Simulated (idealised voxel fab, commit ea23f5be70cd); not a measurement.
This section sets out a process module, namely voxel self aligned contacts.
FYI the section here is cut, 240 nm wide, cells are 5 nm squares.
Notation: cross-section as square-cell grid; stated in bands, top first, going down; one or more cell rows per band. Heights first: top, then bottom, in nm. Then materials, left to right, each with a width in nm. "edge to edge" on a single material: fills the band edge to edge. "empty": empty space. Beneath 0, the wafer as received is one material, and that level is where height counting begins. The lowest band goes on downward without a bottom; it is written like "0 -> down". A two-number width, for instance "30..40", indicates that the width is equal to the first number in the top row of the band and to the second number in the bottom row, and that it changes by a constant amount per row of cells. A step reported as "no alteration" is a step in which no cell of the cross-section changed. So "Trapped voids" is basically the list of trapped voids: any empty space of 8 cells or more that can't reach the top through an opening. They're written width x height at distance, the distance being from the left edge, and it's all nm. Heads up: the bit after the settings on a step's line is the simulator's remark on that step. "overlay nm" on a masked step: distance the mask lay right of its planned place, negative for left.

-- plan
1: RECEIVE, material Si
2: OXIDIZE, depth nm 5
3: DIRECTIONAL_DEP, material polySi, thk nm 30
4: DIRECTIONAL_DEP, material SiN, thk nm 20
5: PATTERN, tone cover, mask id GATE, material resist, width nm 35, pitch nm 70, thk nm 15, overlay nm 0
6: DIRECTIONAL_ETCH, etch materials SiN, depth nm 20
7: DIRECTIONAL_ETCH, etch materials polySi, depth nm 30
8: STRIP, etch materials resist
9: CONFORMAL_DEP, material SiN, thk nm 10
10: DIRECTIONAL_ETCH, etch materials SiN, depth nm 10
11: FILL_DEP, material SiO2, thk nm 15
12: CMP, height nm 60
13: DIRECTIONAL_DEP, material aC, thk nm 10
14: PATTERN, tone open, mask id CONTACT, material resist, width nm 55, pitch nm 70, thk nm 30, overlay nm 0
15: DIRECTIONAL_ETCH, etch materials aC, depth nm 10
16: STRIP, etch materials resist
17: DIRECTIONAL_ETCH, etch materials SiO2, depth nm 65
18: STRIP, etch materials aC
19: CONFORMAL_DEP, material TiN, thk nm 5
20: FILL_DEP, material W, thk nm 5
21: CMP, height nm 60
22: CONFORMAL_DEP, material SiCN, thk nm 5

-- Cross-section, incoming material, after step 1
* 0 -> down: Si edge to edge
* Trapped voids: none

-- Cross-section: first of two wafers, module finished, run according to plan
* 65 -> 60: SiCN edge to edge
* 60 -> 50: SiO2 55 nm / TiN 5..25 nm / W 45..5 nm / TiN 5..25 nm / SiO2 15 nm / TiN 5..25 nm / W 45..5 nm / TiN 5..25 nm / SiO2 60 nm
* 50 -> 30: SiO2 20 nm / SiN 55 nm / TiN 5 nm / W 5 nm / TiN 5 nm / SiN 55 nm / TiN 5 nm / W 5 nm / TiN 5 nm / SiN 55 nm / SiO2 25 nm
* 30 -> 0: SiO2 20 nm / SiN 10 nm / polySi 35 nm / SiN 10 nm / TiN 5 nm / W 5 nm / TiN 5 nm / SiN 10 nm / polySi 35 nm / SiN 10 nm / TiN 5 nm / W 5 nm / TiN 5 nm / SiN 10 nm / polySi 35 nm / SiN 10 nm / SiO2 25 nm
* 0 -> -5: SiO2 75 nm / TiN 15 nm / SiO2 55 nm / TiN 15 nm / SiO2 80 nm
* -5 -> down: Si edge to edge
* Trapped voids: none

-- Wafer two (of two), end-of-module cross-section: start = wafer one, plan = wafer one, one run mistake
* 65 -> 60: SiCN edge to edge
* 60 -> 50: SiO2 55 nm / TiN 5..25 nm / W 45..5 nm / TiN 5..25 nm / SiO2 15 nm / TiN 5..25 nm / W 45..5 nm / TiN 5..25 nm / SiO2 60 nm
* 50 -> 30: SiO2 20 nm / SiN 55 nm / TiN 5 nm / W 5 nm / TiN 5 nm / SiN 55 nm / TiN 5 nm / W 5 nm / TiN 5 nm / SiN 55 nm / SiO2 25 nm
* 30 -> 15: SiO2 20 nm / SiN 10 nm / polySi 35 nm / SiN 10 nm / TiN 5 nm / W 5 nm / TiN 5 nm / SiN 10 nm / polySi 35 nm / SiN 10 nm / TiN 5 nm / W 5 nm / TiN 5 nm / SiN 10 nm / polySi 35 nm / SiN 10 nm / SiO2 25 nm
* 15 -> 10: SiO2 20 nm / SiN 10 nm / polySi 35 nm / SiN 10 nm / TiN 15 nm / SiN 10 nm / polySi 35 nm / SiN 10 nm / TiN 15 nm / SiN 10 nm / polySi 35 nm / SiN 10 nm / SiO2 25 nm
* 10 -> 0: SiN 30 nm / polySi 35 nm / SiN 35 nm / polySi 35 nm / SiN 35 nm / polySi 35 nm / SiN 35 nm
* 0 -> -5: SiO2 edge to edge
* -5 -> down: Si edge to edge
* Trapped voids: none
what went wrong: the processing plan was not followed for steps 9 and 10, which were run with their positions exchanged
Once processing is complete, comparing cell counts shows that the second wafer has more or fewer of certain materials than the first: +30 SiN, -12 SiO2, -12 TiN, -6 W
